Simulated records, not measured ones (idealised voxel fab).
Herein follows the process module entitled voxel transistor to metal.
It is cross-section cut that appears here, measuring 170 nm in width, its square cells being 5 nm in size.
In this document a cross-section is written as a grid of square cells. It is given as a series of bands, listed from the top down, and a band is one or more rows of cells. Per band: top height and bottom height in nm, followed by the left-to-right materials and their widths in nm; "everywhere" marks a single material spanning edge to edge, "air" marks empty space. Basically, 0 is our baseline, since under it the wafer straight out of the box is all one material. The bottom band has no lower end and keeps on going down, so it looks like "top 0, no bottom". Width "30 to 40": first value at the band's top row of cells, second value at its bottom row, equal change from row to row. No cell of the cross-section changed in a step that is given as "remains unaltered". Look at "Voids lacking openings" for the closed voids: empty spaces with no open path to the top, sized 8 cells or up. Each is width x height at distance, distance from the left edge, all nm. On each step's line, the part that comes after the settings is the simulator's own comment on the step. "overlay nm" denotes, for a step that has a mask, the displacement of the mask to the right of its planned place, with negative values corresponding to the left. Guide to the pairs. Each holds a before and an after cross-section around one process step; the after cross-section is cut off at the lowest band that changed. Look under the pair for the step between them and its settings. Pairs can come from different runs of this module on the same starting wafer, so a pair follows on from the one above it only where its entry headed "Pre-step snapshot" says it does.

[Pre-step snapshot]
  top 100, bottom 75 = 35 resist | 20 air | 65 resist | 20 air | 30 resist
  top 75, bottom 65 = aC everywhere
  top 65, bottom 45 = SiO2 everywhere
  top 45, bottom 40 = SiCN everywhere
  top 40, bottom 30 = 30 SiO2 | 5 TiN | 25 to 15 W | 5 to 15 TiN | 35 SiO2 | 5 to 15 TiN | 25 to 15 W | 5 TiN | 35 SiO2
  top 30, bottom 20 = 30 SiO2 | 5 TiN | 15 W | 5 TiN | 10 SiN | 5 SiO2 | 25 SiCN | 5 SiO2 | 10 SiN | 5 TiN | 15 W | 5 TiN | 35 SiO2
  top 20, bottom 15 = 30 SiO2 | 5 TiN | 15 W | 5 TiN | 10 SiN | 5 SiO2 | 25 polySi | 5 SiO2 | 10 SiN | 5 TiN | 15 W | 5 TiN | 35 SiO2
  top 15, bottom 10 = 30 SiO2 | 25 TiN | 10 SiN | 5 SiO2 | 25 polySi | 5 SiO2 | 10 SiN | 25 TiN | 35 SiO2
  top 10, bottom 5 = 25 SiO2 | 30 pSi | 10 SiN | 5 SiO2 | 25 polySi | 5 SiO2 | 10 SiN | 30 pSi | 30 SiO2
  top 5, bottom 0 = 20 SiO2 | 10 SiN | 25 pSi | 10 SiN | 5 SiO2 | 25 polySi | 5 SiO2 | 10 SiN | 25 pSi | 10 SiN | 25 SiO2
  top 0, bottom -5 = 30 SiO2 | 25 pSi | 55 SiO2 | 25 pSi | 35 SiO2
  top -5, bottom -15 = 20 SiO2 | 10 Si | 25 pSi | 55 Si | 25 pSi | 10 Si | 25 SiO2
  top -15, bottom -35 = 20 SiO2 | 125 Si | 25 SiO2
  top -35, no bottom = Si everywhere
  Voids lacking openings: none

[Cross-Section After Step]
  top 90, bottom 75 = 35 resist | 20 air | 65 resist | 20 air | 30 resist
  top 75, bottom 65 = 35 aC | 20 air | 65 aC | 20 air | 30 aC
  below 65: unchanged
  Voids lacking openings: none
So what happened between those two cross-sections up there? DIRECTIONAL_ETCH, etch materials aC, depth nm 10

Pre-step snapshot: Reference is made to the cross-section shown after the step in the pair directly above, which represents the state prior to this step.

[Cross-Section After Step]
  top 75, bottom 65 = 35 aC | 20 air | 65 aC | 20 air | 30 aC
  below 65: unchanged
  Voids lacking openings: none
So what happened between those two cross-sections up there? STRIP, etch materials resist

Pre-step snapshot: Reference is made to the cross-section shown after the step in the pair directly above, which represents the state prior to this step.

[Cross-Section After Step]
  top 75, bottom 65 = 35 aC | 20 air | 65 aC | 20 air | 30 aC
  top 65, bottom 45 = 35 SiO2 | 20 air | 65 SiO2 | 20 air | 30 SiO2
  below 45: unchanged
  Voids lacking openings: none
So what happened between those two cross-sections up there? DIRECTIONAL_ETCH, etch materials SiO2, depth nm 20

Pre-step snapshot: Reference is made to the cross-section shown after the step in the pair directly above, which represents the state prior to this step.

[Cross-Section After Step]
  top 75, bottom 65 = 35 aC | 20 air | 65 aC | 20 air | 30 aC
  top 65, bottom 45 = 35 SiO2 | 20 air | 65 SiO2 | 20 air | 30 SiO2
  top 45, bottom 40 = 35 SiCN | 20 air | 65 SiCN | 20 air | 30 SiCN
  below 40: unchanged
  Voids lacking openings: none
So what happened between those two cross-sections up there? DIRECTIONAL_ETCH, etch materials SiCN, depth nm 5

Pre-step snapshot: Reference is made to the cross-section shown after the step in the pair directly above, which represents the state prior to this step.

[Cross-Section After Step]
  top 65, bottom 45 = 35 SiO2 | 20 air | 65 SiO2 | 20 air | 30 SiO2
  below 45: unchanged
  Voids lacking openings: none
So what happened between those two cross-sections up there? STRIP, etch materials aC

Pre-step snapshot: Reference is made to the cross-section shown after the step in the pair directly above, which represents the state prior to this step.

[Cross-Section After Step]
  top 70, bottom 65 = 40 TiN | 10 air | 75 TiN | 10 air | 35 TiN
  top 65, bottom 45 = 35 SiO2 | 5 TiN | 10 air | 5 TiN | 65 SiO2 | 5 TiN | 10 air | 5 TiN | 30 SiO2
  top 45, bottom 40 = 35 SiCN | 20 TiN | 65 SiCN | 20 TiN | 30 SiCN
  below 40: unchanged
  Voids lacking openings: none
So what happened between those two cross-sections up there? CONFORMAL_DEP, material TiN, thk nm 5

Pre-step snapshot: Reference is made to the cross-section shown after the step in the pair directly above, which represents the state prior to this step.

[Cross-Section After Step]
  top 80, bottom 70 = Cu everywhere
  top 70, bottom 65 = 40 TiN | 10 Cu | 75 TiN | 10 Cu | 35 TiN
  top 65, bottom 45 = 35 SiO2 | 5 TiN | 10 Cu | 5 TiN | 65 SiO2 | 5 TiN | 10 Cu | 5 TiN | 30 SiO2
  below 45: unchanged
  Voids lacking openings: none
So what happened between those two cross-sections up there? FILL_DEP, material Cu, thk nm 10

Pre-step snapshot: Reference is made to the cross-section shown after the step in the pair directly above, which represents the state prior to this step.

[Cross-Section After Step]
  top 65, bottom 45 = 35 SiO2 | 5 TiN | 10 Cu | 5 TiN | 65 SiO2 | 5 TiN | 10 Cu | 5 TiN | 30 SiO2
  below 45: unchanged
  Voids lacking openings: none
So what happened between those two cross-sections up there? CMP, height nm 65

Pre-step snapshot: Reference is made to the cross-section shown after the step in the pair directly above, which represents the state prior to this step.

[Cross-Section After Step]
  top 70, bottom 65 = SiCN everywhere
  below 65: unchanged
  Voids lacking openings: none
So what happened between those two cross-sections up there? CONFORMAL_DEP, material SiCN, thk nm 5

[Pre-step snapshot]
  top 65, bottom 45 = 30 SiO2 | 5 TiN | 10 Cu | 5 TiN | 65 SiO2 | 5 TiN | 10 Cu | 5 TiN | 35 SiO2
  top 45, bottom 40 = 30 SiCN | 20 TiN | 65 SiCN | 20 TiN | 35 SiCN
  top 40, bottom 30 = 30 SiO2 | 5 TiN | 25 to 15 W | 5 to 15 TiN | 35 SiO2 | 5 to 15 TiN | 25 to 15 W | 5 TiN | 35 SiO2
  top 30, bottom 20 = 30 SiO2 | 5 TiN | 15 W | 5 TiN | 10 SiN | 5 SiO2 | 25 SiCN | 5 SiO2 | 10 SiN | 5 TiN | 15 W | 5 TiN | 35 SiO2
  top 20, bottom 15 = 30 SiO2 | 5 TiN | 15 W | 5 TiN | 10 SiN | 5 SiO2 | 25 polySi | 5 SiO2 | 10 SiN | 5 TiN | 15 W | 5 TiN | 35 SiO2
  top 15, bottom 10 = 30 SiO2 | 25 TiN | 10 SiN | 5 SiO2 | 25 polySi | 5 SiO2 | 10 SiN | 25 TiN | 35 SiO2
  top 10, bottom 5 = 25 SiO2 | 30 pSi | 10 SiN | 5 SiO2 | 25 polySi | 5 SiO2 | 10 SiN | 30 pSi | 30 SiO2
  top 5, bottom 0 = 20 SiO2 | 10 SiN | 25 pSi | 10 SiN | 5 SiO2 | 25 polySi | 5 SiO2 | 10 SiN | 25 pSi | 10 SiN | 25 SiO2
  top 0, bottom -5 = 30 SiO2 | 25 pSi | 55 SiO2 | 25 pSi | 35 SiO2
  top -5, bottom -15 = 20 SiO2 | 10 Si | 25 pSi | 55 Si | 25 pSi | 10 Si | 25 SiO2
  top -15, bottom -35 = 20 SiO2 | 125 Si | 25 SiO2
  top -35, no bottom = Si everywhere
  Voids lacking openings: none

[Cross-Section After Step]
  top 70, bottom 65 = SiO2 everywhere
  below 65: unchanged
  Voids lacking openings: none
So what happened between those two cross-sections up there? CONFORMAL_DEP, material SiO2, thk nm 5

[Pre-step snapshot]
  top 35, bottom 30 = 15 SiCN | 135 air | 20 SiCN
  top 30, bottom 25 = SiCN everywhere
  top 25, bottom 20 = 15 polySi | 135 SiCN | 20 polySi
  top 20, bottom 5 = polySi everywhere
  top 5, bottom 0 = 15 SiO2 | 135 polySi | 20 SiO2
  top 0, bottom -5 = SiO2 everywhere
  top -5, bottom -35 = 20 SiO2 | 125 Si | 25 SiO2
  top -35, no bottom = Si everywhere
  Voids lacking openings: none

[Cross-Section After Step]
  top 55, bottom 35 = 70 resist | 25 air | 75 resist
  top 35, bottom 30 = 15 SiCN | 55 resist | 25 air | 55 resist | 20 SiCN
  below 30: unchanged
  Voids lacking openings: none
So what happened between those two cross-sections up there? PATTERN, tone open, mask id GATE, material resist, width nm 25, thk nm 20, overlay nm 0

Pre-step snapshot: Reference is made to the cross-section shown after the step in the pair directly above, which represents the state prior to this step.

[Cross-Section After Step]
  top 55, bottom 35 = 70 resist | 25 air | 75 resist
  top 35, bottom 30 = 15 SiCN | 55 resist | 25 air | 55 resist | 20 SiCN
  top 30, bottom 25 = 70 SiCN | 25 air | 75 SiCN
  top 25, bottom 20 = 15 polySi | 55 SiCN | 25 air | 55 SiCN | 20 polySi
  below 20: unchanged
  Voids lacking openings: none
So what happened between those two cross-sections up there? DIRECTIONAL_ETCH, etch materials SiCN, depth nm 20

Pre-step snapshot: Reference is made to the cross-section shown after the step in the pair directly above, which represents the state prior to this step.

[Cross-Section After Step]
  top 55, bottom 35 = 70 resist | 25 air | 75 resist
  top 35, bottom 30 = 15 SiCN | 55 resist | 25 air | 55 resist | 20 SiCN
  top 30, bottom 25 = 70 SiCN | 25 air | 75 SiCN
  top 25, bottom 20 = 15 polySi | 55 SiCN | 25 air | 55 SiCN | 20 polySi
  top 20, bottom 5 = 70 polySi | 25 air | 75 polySi
  top 5, bottom 0 = 15 SiO2 | 55 polySi | 25 air | 55 polySi | 20 SiO2
  below 0: unchanged
  Voids lacking openings: none
So what happened between those two cross-sections up there? DIRECTIONAL_ETCH, etch materials polySi, depth nm 30

Pre-step snapshot: Reference is made to the cross-section shown after the step in the pair directly above, which represents the state prior to this step.

[Cross-Section After Step]
  top 35, bottom 25 = 15 to 70 SiCN | 135 to 25 air | 20 to 75 SiCN
  below 25: unchanged
  Voids lacking openings: none
So what happened between those two cross-sections up there? STRIP, etch materials resist

Pre-step snapshot: Reference is made to the cross-section shown after the step in the pair directly above, which represents the state prior to this step.

[Cross-Section After Step]
  top 40, bottom 35 = 20 SiO2 | 125 air | 25 SiO2
  top 35, bottom 25 = 15 to 70 SiCN | 60 to 5 SiO2 | 15 air | 60 to 5 SiO2 | 20 to 75 SiCN
  top 25, bottom 20 = 15 polySi | 55 SiCN | 5 SiO2 | 15 air | 5 SiO2 | 55 SiCN | 20 polySi
  top 20, bottom 5 = 70 polySi | 5 SiO2 | 15 air | 5 SiO2 | 75 polySi
  top 5, bottom 0 = 15 SiO2 | 55 polySi | 25 SiO2 | 55 polySi | 20 SiO2
  below 0: unchanged
  Voids lacking openings: none
So what happened between those two cross-sections up there? CONFORMAL_DEP, material SiO2, thk nm 5

Pre-step snapshot: Reference is made to the cross-section shown after the step in the pair directly above, which represents the state prior to this step.

[Cross-Section After Step]
  top 35, bottom 25 = 15 to 70 SiCN | 5 SiO2 | 125 to 15 air | 5 SiO2 | 20 to 75 SiCN
  top 25, bottom 20 = 15 polySi | 55 SiCN | 5 SiO2 | 15 air | 5 SiO2 | 55 SiCN | 20 polySi
  top 20, bottom 5 = 70 polySi | 5 SiO2 | 15 air | 5 SiO2 | 75 polySi
  top 5, bottom 0 = 15 SiO2 | 55 polySi | 5 SiO2 | 15 air | 5 SiO2 | 55 polySi | 20 SiO2
  below 0: unchanged
  Voids lacking openings: none
So what happened between those two cross-sections up there? DIRECTIONAL_ETCH, etch materials SiO2, depth nm 5

Pre-step snapshot: Reference is made to the cross-section shown after the step in the pair directly above, which represents the state prior to this step.

[Cross-Section After Step]
  top 45, bottom 40 = 30 SiN | 105 air | 35 SiN
  top 40, bottom 35 = SiN everywhere
  top 35, bottom 25 = 15 to 70 SiCN | 5 SiO2 | 125 to 15 SiN | 5 SiO2 | 20 to 75 SiCN
  top 25, bottom 20 = 15 polySi | 55 SiCN | 5 SiO2 | 15 SiN | 5 SiO2 | 55 SiCN | 20 polySi
  top 20, bottom 5 = 70 polySi | 5 SiO2 | 15 SiN | 5 SiO2 | 75 polySi
  top 5, bottom 0 = 15 SiO2 | 55 polySi | 5 SiO2 | 15 SiN | 5 SiO2 | 55 polySi | 20 SiO2
  below 0: unchanged
  Voids lacking openings: none
So what happened between those two cross-sections up there? CONFORMAL_DEP, material SiN, thk nm 10

Pre-step snapshot: Reference is made to the cross-section shown after the step in the pair directly above, which represents the state prior to this step.

[Cross-Section After Step]
  top 35, bottom 30 = 15 SiCN | 5 SiO2 | 10 SiN | 105 air | 10 SiN | 5 SiO2 | 20 SiCN
  below 30: unchanged
  Voids lacking openings: none
So what happened between those two cross-sections up there? DIRECTIONAL_ETCH, etch materials SiN, depth nm 10

Pre-step snapshot: Reference is made to the cross-section shown after the step in the pair directly above, which represents the state prior to this step.

[Cross-Section After Step]
  top 35, bottom 30 = 15 SiCN | 5 air | 10 SiN | 105 air | 10 SiN | 5 air | 20 SiCN
  top 30, bottom 25 = 70 SiCN | 5 air | 15 SiN | 5 air | 75 SiCN
  below 25: unchanged
  Voids lacking openings: none
So what happened between those two cross-sections up there? DIRECTIONAL_ETCH, etch materials SiO2, depth nm 5

Pre-step snapshot: Reference is made to the cross-section shown after the step in the pair directly above, which represents the state prior to this step.

[Cross-Section After Step]
  top 40, bottom 35 = SiO2 everywhere
  top 35, bottom 30 = 15 SiCN | 5 SiO2 | 10 SiN | 105 SiO2 | 10 SiN | 5 SiO2 | 20 SiCN
  top 30, bottom 25 = 70 SiCN | 5 SiO2 | 15 SiN | 5 SiO2 | 75 SiCN
  below 25: unchanged
  Voids lacking openings: none
So what happened between those two cross-sections up there? FILL_DEP, material SiO2, thk nm 5

Pre-step snapshot: Reference is made to the cross-section shown after the step in the pair directly above, which represents the state prior to this step.

[Cross-Section After Step]
  top 30, bottom 25 = 70 SiCN | 5 SiO2 | 15 SiN | 5 SiO2 | 75 SiCN
  below 25: unchanged
  Voids lacking openings: none
So what happened between those two cross-sections up there? CMP, height nm 30

Pre-step snapshot: Reference is made to the cross-section shown after the step in the pair directly above, which represents the state prior to this step.

[Cross-Section After Step]
  top 40, bottom 30 = SiO2 everywhere
  below 30: unchanged
  Voids lacking openings: none
So what happened between those two cross-sections up there? DIRECTIONAL_DEP, material SiO2, thk nm 10

Pre-step snapshot: Reference is made to the cross-section shown after the step in the pair directly above, which represents the state prior to this step.

[Cross-Section After Step]
  top 40, bottom 30 = 30 SiO2 | 35 air | 35 SiO2 | 35 air | 35 SiO2
  below 30: unchanged
  Voids lacking openings: none
So what happened between those two cross-sections up there? MASKED_ETCH, tone open, mask id CONTACT, width nm 35, pitch nm 70, etch materials SiO2, depth nm 30, overlay nm 0

Pre-step snapshot: Reference is made to the cross-section shown after the step in the pair directly above, which represents the state prior to this step.

[Cross-Section After Step]
  top 45, bottom 40 = 35 TiN | 25 air | 45 TiN | 25 air | 40 TiN
  top 40, bottom 35 = 30 SiO2 | 5 TiN | 25 air | 5 TiN | 35 SiO2 | 5 TiN | 25 air | 5 TiN | 35 SiO2
  top 35, bottom 30 = 30 SiO2 | 35 TiN | 35 SiO2 | 35 TiN | 35 SiO2
  below 30: unchanged
  Voids lacking openings: none
So what happened between those two cross-sections up there? CONFORMAL_DEP, material TiN, thk nm 5

Pre-step snapshot: Reference is made to the cross-section shown after the step in the pair directly above, which represents the state prior to this step.

[Cross-Section After Step]
  top 50, bottom 45 = W everywhere
  top 45, bottom 40 = 35 TiN | 25 W | 45 TiN | 25 W | 40 TiN
  top 40, bottom 35 = 30 SiO2 | 5 TiN | 25 W | 5 TiN | 35 SiO2 | 5 TiN | 25 W | 5 TiN | 35 SiO2
  below 35: unchanged
  Voids lacking openings: none
So what happened between those two cross-sections up there? FILL_DEP, material W, thk nm 5

Pre-step snapshot: Reference is made to the cross-section shown after the step in the pair directly above, which represents the state prior to this step.

[Cross-Section After Step]
  top 40, bottom 35 = 30 SiO2 | 5 TiN | 25 W | 5 TiN | 35 SiO2 | 5 TiN | 25 W | 5 TiN | 35 SiO2
  below 35: unchanged
  Voids lacking openings: none
So what happened between those two cross-sections up there? CMP, height nm 40

Pre-step snapshot: Reference is made to the cross-section shown after the step in the pair directly above, which represents the state prior to this step.

[Cross-Section After Step]
  top 45, bottom 40 = SiCN everywhere
  below 40: unchanged
  Voids lacking openings: none
So what happened between those two cross-sections up there? CONFORMAL_DEP, material SiCN, thk nm 5

Pre-step snapshot: Reference is made to the cross-section shown after the step in the pair directly above, which represents the state prior to this step.

[Cross-Section After Step]
  top 65, bottom 45 = SiO2 everywhere
  below 45: unchanged
  Voids lacking openings: none
So what happened between those two cross-sections up there? DIRECTIONAL_DEP, material SiO2, thk nm 20

Pre-step snapshot: Reference is made to the cross-section shown after the step in the pair directly above, which represents the state prior to this step.

[Cross-Section After Step]
  top 75, bottom 65 = aC everywhere
  below 65: unchanged
  Voids lacking openings: none
So what happened between those two cross-sections up there? DIRECTIONAL_DEP, material aC, thk nm 10

Pre-step snapshot: Reference is made to the cross-section shown after the step in the pair directly above, which represents the state prior to this step.

[Cross-Section After Step]
  top 100, bottom 75 = 30 resist | 20 air | 65 resist | 20 air | 35 resist
  below 75: unchanged
  Voids lacking openings: none
So what happened between those two cross-sections up there? PATTERN, tone open, mask id METAL_1, material resist, width nm 20, pitch nm 85, thk nm 25, overlay nm 0

Pre-step snapshot: Reference is made to the cross-section shown after the step in the pair directly above, which represents the state prior to this step.

[Cross-Section After Step]
  top 90, bottom 75 = 30 resist | 20 air | 65 resist | 20 air | 35 resist
  top 75, bottom 65 = 30 aC | 20 air | 65 aC | 20 air | 35 aC
  below 65: unchanged
  Voids lacking openings: none
So what happened between those two cross-sections up there? DIRECTIONAL_ETCH, etch materials aC, depth nm 10

Pre-step snapshot: Reference is made to the cross-section shown after the step in the pair directly above, which represents the state prior to this step.

[Cross-Section After Step]
  top 75, bottom 65 = 30 aC | 20 air | 65 aC | 20 air | 35 aC
  below 65: unchanged
  Voids lacking openings: none
So what happened between those two cross-sections up there? STRIP, etch materials resist

Pre-step snapshot: Reference is made to the cross-section shown after the step in the pair directly above, which represents the state prior to this step.

[Cross-Section After Step]
  top 75, bottom 65 = 30 aC | 20 air | 65 aC | 20 air | 35 aC
  top 65, bottom 45 = 30 SiO2 | 20 air | 65 SiO2 | 20 air | 35 SiO2
  below 45: unchanged
  Voids lacking openings: none
So what happened between those two cross-sections up there? DIRECTIONAL_ETCH, etch materials SiO2, depth nm 20

Pre-step snapshot: Reference is made to the cross-section shown after the step in the pair directly above, which represents the state prior to this step.

[Cross-Section After Step]
  top 75, bottom 65 = 30 aC | 20 air | 65 aC | 20 air | 35 aC
  top 65, bottom 45 = 30 SiO2 | 20 air | 65 SiO2 | 20 air | 35 SiO2
  top 45, bottom 40 = 30 SiCN | 20 air | 65 SiCN | 20 air | 35 SiCN
  below 40: unchanged
  Voids lacking openings: none
So what happened between those two cross-sections up there? DIRECTIONAL_ETCH, etch materials SiCN, depth nm 5

Pre-step snapshot: Reference is made to the cross-section shown after the step in the pair directly above, which represents the state prior to this step.

[Cross-Section After Step]
  top 65, bottom 45 = 30 SiO2 | 20 air | 65 SiO2 | 20 air | 35 SiO2
  below 45: unchanged
  Voids lacking openings: none
So what happened between those two cross-sections up there? STRIP, etch materials aC

Pre-step snapshot: Reference is made to the cross-section shown after the step in the pair directly above, which represents the state prior to this step.

[Cross-Section After Step]
  top 70, bottom 65 = 35 TiN | 10 air | 75 TiN | 10 air | 40 TiN
  top 65, bottom 45 = 30 SiO2 | 5 TiN | 10 air | 5 TiN | 65 SiO2 | 5 TiN | 10 air | 5 TiN | 35 SiO2
  top 45, bottom 40 = 30 SiCN | 20 TiN | 65 SiCN | 20 TiN | 35 SiCN
  below 40: unchanged
  Voids lacking openings: none
So what happened between those two cross-sections up there? CONFORMAL_DEP, material TiN, thk nm 5

Pre-step snapshot: Reference is made to the cross-section shown after the step in the pair directly above, which represents the state prior to this step.

[Cross-Section After Step]
  top 80, bottom 70 = Cu everywhere
  top 70, bottom 65 = 35 TiN | 10 Cu | 75 TiN | 10 Cu | 40 TiN
  top 65, bottom 45 = 30 SiO2 | 5 TiN | 10 Cu | 5 TiN | 65 SiO2 | 5 TiN | 10 Cu | 5 TiN | 35 SiO2
  below 45: unchanged
  Voids lacking openings: none
So what happened between those two cross-sections up there? FILL_DEP, material Cu, thk nm 10

Pre-step snapshot: Reference is made to the cross-section shown after the step in the pair directly above, which represents the state prior to this step.

[Cross-Section After Step]
  top 65, bottom 45 = 30 SiO2 | 5 TiN | 10 Cu | 5 TiN | 65 SiO2 | 5 TiN | 10 Cu | 5 TiN | 35 SiO2
  below 45: unchanged
  Voids lacking openings: none
So what happened between those two cross-sections up there? CMP, height nm 65

Pre-step snapshot: Reference is made to the cross-section shown after the step in the pair directly above, which represents the state prior to this step.

[Cross-Section After Step]
  top 70, bottom 65 = SiCN everywhere
  below 65: unchanged
  Voids lacking openings: none
So what happened between those two cross-sections up there? CONFORMAL_DEP, material SiCN, thk nm 5
